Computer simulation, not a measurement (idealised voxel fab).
process module | voxel capacitor over wiring
cross-section cut | 145 nm wide | cells 5 nm
A cross-section is a grid of square cells, given in bands from the top down. A band is one or more rows of cells.
Each band's line starts with the height of the band's top and of its bottom, in nm. Then come its materials from left to right, each with its width in nm. One material with "throughout" fills the band from edge to edge. "air" is empty space.
Height 0 is the level under which the wafer as received is all one material. The lowest band goes on downwards, as in "0 down".
A width such as "30 to 40" changes by the same amount from each row of cells to the next, from the band's top row to its bottom row.
"no change" after a step means that no cell of the cross-section changed.
closed voids: empty space of 8 cells or more with no open way to the top, each as width x height at its distance from the left edge, in nm
after a step's settings: what the simulator itself notes on the step
overlay nm, on a step with a mask: how far to the right of its planned place the mask lay; to the left if negative
plan
1 op RECEIVE | material Si
2 op CONFORMAL_DEP | material SiO2 | thk nm 10
3 op CONFORMAL_DEP | material SiN | thk nm 5
4 op DIRECTIONAL_DEP | material SiO2 | thk nm 15
5 op MASKED_ETCH | tone open | mask id METAL_1 | width nm 20 | pitch nm 85 | etch materials SiO2 | depth nm 15 | overlay nm 0
6 op MASKED_ETCH | tone open | mask id METAL_1 | width nm 20 | pitch nm 85 | etch materials SiN | depth nm 5 | overlay nm 0
7 op CONFORMAL_DEP | material TiN | thk nm 5
8 op FILL_DEP | material W | thk nm 10
9 op CMP | height nm 30
10 op CONFORMAL_DEP | material SiCN | thk nm 5
11 op DIRECTIONAL_DEP | material SiO2 | thk nm 20
12 op DIRECTIONAL_DEP | material aC | thk nm 10
13 op PATTERN | tone open | mask id PLUG_1 | material resist | width nm 15 | thk nm 25 | overlay nm 0
14 op DIRECTIONAL_ETCH | etch materials aC | depth nm 10
15 op STRIP | etch materials resist
16 op DIRECTIONAL_ETCH | etch materials SiO2 | depth nm 20
17 op DIRECTIONAL_ETCH | etch materials SiCN | depth nm 5
18 op STRIP | etch materials aC
19 op EPI | material Ru | thk nm 10
20 op EPI | material Ru | thk nm 10
21 op EPI | material Ru | thk nm 5
22 op DIRECTIONAL_DEP | material TiN | thk nm 5
23 op DIRECTIONAL_DEP | material SiN | thk nm 5
24 op DIRECTIONAL_DEP | material TiN | thk nm 10
25 op MASKED_ETCH | tone cover | mask id UPPER_PLATE | width nm 70 | etch materials TiN | depth nm 10 | overlay nm 0
26 op MASKED_ETCH | tone cover | mask id UPPER_PLATE | width nm 70 | etch materials SiN | depth nm 5 | overlay nm 0
27 op DIRECTIONAL_DEP | material aC | thk nm 15
28 op PATTERN | tone cover | mask id LOWER_PLATE | material resist | width nm 80 | thk nm 35 | overlay nm 0
29 op DIRECTIONAL_ETCH | etch materials aC | depth nm 15
30 op STRIP | etch materials resist
31 op DIRECTIONAL_ETCH | etch materials TiN | depth nm 5
32 op STRIP | etch materials aC
33 op FILL_DEP | material SiO2 | thk nm 15
34 op CMP | height nm 85
35 op MASKED_ETCH | tone open | mask id PLUG_2 | width nm 15 | etch materials SiO2 | depth nm 10 | overlay nm 0
36 op CONFORMAL_DEP | material TiN | thk nm 5
37 op FILL_DEP | material Cu | thk nm 5
38 op CMP | height nm 85
39 op CONFORMAL_DEP | material SiCN | thk nm 5
as received, after step 1
  0 down: Si throughout
  closed voids: none
a wafer at the end: this start, this plan, one mistake
  90 to 85: SiCN throughout
  85 to 80: SiO2 35 | TiN 5 | Cu 5 | TiN 5 | SiO2 95
  80 to 75: SiO2 35 | TiN 15 | SiO2 95
  75 to 65: SiO2 25 | TiN 25 | SiO2 95
  65 to 60: SiO2 25 | SiN 25 | TiN 45 | SiO2 50
  60 to 55: SiO2 20 | TiN 75 | SiO2 50
  55 to 50: SiO2 15 | Ru 35 | SiN 45 | SiO2 50
  50 to 45: SiO2 15 | Ru 35 | TiN 50 | SiO2 45
  45 to 35: SiO2 25 | Ru 15 | SiO2 105
  35 to 30: SiCN 25 | Ru 15 | SiCN 105
  30 to 15: SiO2 20 | TiN 5 | W 10 | TiN 5 | SiO2 65 | TiN 5 | W 10 | TiN 5 | SiO2 20
  15 to 10: SiN 20 | TiN 20 | SiN 65 | TiN 20 | SiN 20
  10 to 0: SiO2 throughout
  0 down: Si throughout
  closed voids: none
what went wrong: step 11 ran as: op DIRECTIONAL_DEP | material SiO2 | thk nm 10
